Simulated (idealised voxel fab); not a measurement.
Process module heading - voxel trench capacitor
Cross-section cut: width 280 nm, square cells of 5 nm.
If you're reading a cross-section in this doc, picture square cells in a grid; it comes to you as bands, top ones listed first down to the bottom, and a band can be one or more rows of cells.
The entry gives the band's vertical extent as a top height and a bottom height in nm, then its horizontal make-up as materials from left to right, each with a width in nm. "empty" stands for empty space; a single material marked "everywhere" fills the band edge to edge.
Where do heights start? At 0: under that level the wafer as delivered is made of one material only. And the lowest band has no floor; it just carries on downward, as in "top 0, no bottom".
The notation "30..40" denotes a width that varies across the rows of cells in the band, beginning at the first number in the top row, finishing at the second number in the bottom row, and changing by an identical amount from each row to the next.
Step note "nothing got changed" = no cross-section cell changed.
The label "Enclosed internal voids" introduces a list of the empty spaces, 8 cells or larger, that have no open way up to the top; each entry in it reads width x height at distance, where the distance is taken from the left edge and all three are stated in nm.
The remark found on a step's line after its settings is issued by the simulator itself and pertains to that step.
"overlay nm" on a masked step: distance the mask lay right of its planned place, negative for left.

BELOW IS THE LIST OF PLANNED PROCESS STEPS
step 1: RECEIVE,material Si
step 2: CONFORMAL_DEP,material SiN,thk nm 10
step 3: DIRECTIONAL_DEP,material aC,thk nm 10
step 4: PATTERN,tone open,mask id TRENCH,material resist,width nm 15,pitch nm 30,thk nm 25,overlay nm 0
step 5: DIRECTIONAL_ETCH,etch materials aC,depth nm 10
step 6: STRIP,etch materials resist
step 7: DIRECTIONAL_ETCH,etch materials SiN,depth nm 10
step 8: DIRECTIONAL_ETCH,etch materials Si,depth nm 30
step 9: STRIP,etch materials aC
step 10: CONFORMAL_DEP,material Al2O3,thk nm 5
step 11: FILL_DEP,material polySi,thk nm 5
step 12: CMP,height nm 10

RUN AS PLANNED: FIRST OF TWO WAFERS

SHOWN IN CROSS-SECTION IS THE WAFER AS RECEIVED, THAT IS, AS IT STANDS AFTER STEP 1
* top 0, no bottom = Si everywhere
* Enclosed internal voids: none

THE FOLLOWING CROSS-SECTION DEPICTS THE WAFER UPON COMPLETION OF STEP 2
* top 10, bottom 0 = SiN everywhere
* Lower than 0, everything is as it was.

THE FOLLOWING CROSS-SECTION DEPICTS THE WAFER UPON COMPLETION OF STEP 3
* top 20, bottom 10 = aC everywhere
* Lower than 10, everything is as it was.

THE FOLLOWING CROSS-SECTION DEPICTS THE WAFER UPON COMPLETION OF STEP 4
* top 45, bottom 20 = resist 115 nm, then empty 15 nm, then resist 15 nm, then empty 15 nm, then resist 120 nm
* Lower than 20, everything is as it was.

THE FOLLOWING CROSS-SECTION DEPICTS THE WAFER UPON COMPLETION OF STEP 5
* top 35, bottom 20 = resist 115 nm, then empty 15 nm, then resist 15 nm, then empty 15 nm, then resist 120 nm
* top 20, bottom 10 = aC 115 nm, then empty 15 nm, then aC 15 nm, then empty 15 nm, then aC 120 nm
* Lower than 10, everything is as it was.

THE FOLLOWING CROSS-SECTION DEPICTS THE WAFER UPON COMPLETION OF STEP 6
* top 20, bottom 10 = aC 115 nm, then empty 15 nm, then aC 15 nm, then empty 15 nm, then aC 120 nm
* Lower than 10, everything is as it was.

THE FOLLOWING CROSS-SECTION DEPICTS THE WAFER UPON COMPLETION OF STEP 7
* top 20, bottom 10 = aC 115 nm, then empty 15 nm, then aC 15 nm, then empty 15 nm, then aC 120 nm
* top 10, bottom 0 = SiN 115 nm, then empty 15 nm, then SiN 15 nm, then empty 15 nm, then SiN 120 nm
* Lower than 0, everything is as it was.

THE FOLLOWING CROSS-SECTION DEPICTS THE WAFER UPON COMPLETION OF STEP 8
* top 20, bottom 10 = aC 115 nm, then empty 15 nm, then aC 15 nm, then empty 15 nm, then aC 120 nm
* top 10, bottom 0 = SiN 115 nm, then empty 15 nm, then SiN 15 nm, then empty 15 nm, then SiN 120 nm
* top 0, bottom -30 = Si 115 nm, then empty 15 nm, then Si 15 nm, then empty 15 nm, then Si 120 nm
* Lower than -30, everything is as it was.

THE FOLLOWING CROSS-SECTION DEPICTS THE WAFER UPON COMPLETION OF STEP 9
* top 10, bottom 0 = SiN 115 nm, then empty 15 nm, then SiN 15 nm, then empty 15 nm, then SiN 120 nm
* Lower than 0, everything is as it was.

THE FOLLOWING CROSS-SECTION DEPICTS THE WAFER UPON COMPLETION OF STEP 10
* top 15, bottom 10 = Al2O3 120 nm, then empty 5 nm, then Al2O3 25 nm, then empty 5 nm, then Al2O3 125 nm
* top 10, bottom 0 = SiN 115 nm, then Al2O3 5 nm, then empty 5 nm, then Al2O3 5 nm, then SiN 15 nm, then Al2O3 5 nm, then empty 5 nm, then Al2O3 5 nm, then SiN 120 nm
* top 0, bottom -25 = Si 115 nm, then Al2O3 5 nm, then empty 5 nm, then Al2O3 5 nm, then Si 15 nm, then Al2O3 5 nm, then empty 5 nm, then Al2O3 5 nm, then Si 120 nm
* top -25, bottom -30 = Si 115 nm, then Al2O3 15 nm, then Si 15 nm, then Al2O3 15 nm, then Si 120 nm
* Lower than -30, everything is as it was.

THE FOLLOWING CROSS-SECTION DEPICTS THE WAFER UPON COMPLETION OF STEP 11
* top 20, bottom 15 = polySi everywhere
* top 15, bottom 10 = Al2O3 120 nm, then polySi 5 nm, then Al2O3 25 nm, then polySi 5 nm, then Al2O3 125 nm
* top 10, bottom 0 = SiN 115 nm, then Al2O3 5 nm, then polySi 5 nm, then Al2O3 5 nm, then SiN 15 nm, then Al2O3 5 nm, then polySi 5 nm, then Al2O3 5 nm, then SiN 120 nm
* top 0, bottom -25 = Si 115 nm, then Al2O3 5 nm, then polySi 5 nm, then Al2O3 5 nm, then Si 15 nm, then Al2O3 5 nm, then polySi 5 nm, then Al2O3 5 nm, then Si 120 nm
* Lower than -25, everything is as it was.

THE FOLLOWING CROSS-SECTION DEPICTS THE WAFER UPON COMPLETION OF STEP 12
* top 10, bottom 0 = SiN 115 nm, then Al2O3 5 nm, then polySi 5 nm, then Al2O3 5 nm, then SiN 15 nm, then Al2O3 5 nm, then polySi 5 nm, then Al2O3 5 nm, then SiN 120 nm
* Lower than 0, everything is as it was.

WAFER TWO. SAME START, SAME PLAN, ONE SLIP IN EXECUTION. SAME AS WAFER ONE THROUGH STEP 5, INCLUSIVE

Second wafer profile in section, at the moment step 6 of the plan was meant to be complete: nothing got changed

SECOND WAFER PROFILE IN SECTION, AT THE MOMENT STEP 7 OF THE PLAN WAS MEANT TO BE COMPLETE
* top 35, bottom 20 = resist 115 nm, then empty 15 nm, then resist 15 nm, then empty 15 nm, then resist 120 nm
* top 20, bottom 10 = aC 115 nm, then empty 15 nm, then aC 15 nm, then empty 15 nm, then aC 120 nm
* top 10, bottom 0 = SiN 115 nm, then empty 15 nm, then SiN 15 nm, then empty 15 nm, then SiN 120 nm
* Lower than 0, everything is as it was.

SECOND WAFER PROFILE IN SECTION, AT THE MOMENT STEP 8 OF THE PLAN WAS MEANT TO BE COMPLETE
* top 35, bottom 20 = resist 115 nm, then empty 15 nm, then resist 15 nm, then empty 15 nm, then resist 120 nm
* top 20, bottom 10 = aC 115 nm, then empty 15 nm, then aC 15 nm, then empty 15 nm, then aC 120 nm
* top 10, bottom 0 = SiN 115 nm, then empty 15 nm, then SiN 15 nm, then empty 15 nm, then SiN 120 nm
* top 0, bottom -30 = Si 115 nm, then empty 15 nm, then Si 15 nm, then empty 15 nm, then Si 120 nm
* Lower than -30, everything is as it was.

SECOND WAFER PROFILE IN SECTION, AT THE MOMENT STEP 9 OF THE PLAN WAS MEANT TO BE COMPLETE
* top 10, bottom 0 = SiN 115 nm, then empty 15 nm, then SiN 15 nm, then empty 15 nm, then SiN 120 nm
* Lower than 0, everything is as it was.

SECOND WAFER PROFILE IN SECTION, AT THE MOMENT STEP 10 OF THE PLAN WAS MEANT TO BE COMPLETE
* top 15, bottom 10 = Al2O3 120 nm, then empty 5 nm, then Al2O3 25 nm, then empty 5 nm, then Al2O3 125 nm
* top 10, bottom 0 = SiN 115 nm, then Al2O3 5 nm, then empty 5 nm, then Al2O3 5 nm, then SiN 15 nm, then Al2O3 5 nm, then empty 5 nm, then Al2O3 5 nm, then SiN 120 nm
* top 0, bottom -25 = Si 115 nm, then Al2O3 5 nm, then empty 5 nm, then Al2O3 5 nm, then Si 15 nm, then Al2O3 5 nm, then empty 5 nm, then Al2O3 5 nm, then Si 120 nm
* top -25, bottom -30 = Si 115 nm, then Al2O3 15 nm, then Si 15 nm, then Al2O3 15 nm, then Si 120 nm
* Lower than -30, everything is as it was.

SECOND WAFER PROFILE IN SECTION, AT THE MOMENT STEP 11 OF THE PLAN WAS MEANT TO BE COMPLETE
* top 20, bottom 15 = polySi everywhere
* top 15, bottom 10 = Al2O3 120 nm, then polySi 5 nm, then Al2O3 25 nm, then polySi 5 nm, then Al2O3 125 nm
* top 10, bottom 0 = SiN 115 nm, then Al2O3 5 nm, then polySi 5 nm, then Al2O3 5 nm, then SiN 15 nm, then Al2O3 5 nm, then polySi 5 nm, then Al2O3 5 nm, then SiN 120 nm
* top 0, bottom -25 = Si 115 nm, then Al2O3 5 nm, then polySi 5 nm, then Al2O3 5 nm, then Si 15 nm, then Al2O3 5 nm, then polySi 5 nm, then Al2O3 5 nm, then Si 120 nm
* Lower than -25, everything is as it was.

SECOND WAFER PROFILE IN SECTION, AT THE MOMENT STEP 12 OF THE PLAN WAS MEANT TO BE COMPLETE
* top 10, bottom 0 = SiN 115 nm, then Al2O3 5 nm, then polySi 5 nm, then Al2O3 5 nm, then SiN 15 nm, then Al2O3 5 nm, then polySi 5 nm, then Al2O3 5 nm, then SiN 120 nm
* Lower than 0, everything is as it was.
What went wrong in running the wafer? step 6 of the plan never got run, it was skipped over
Outcome: the two wafer cross-sections end up identical, and the model's computation is unaffected by the mistake.
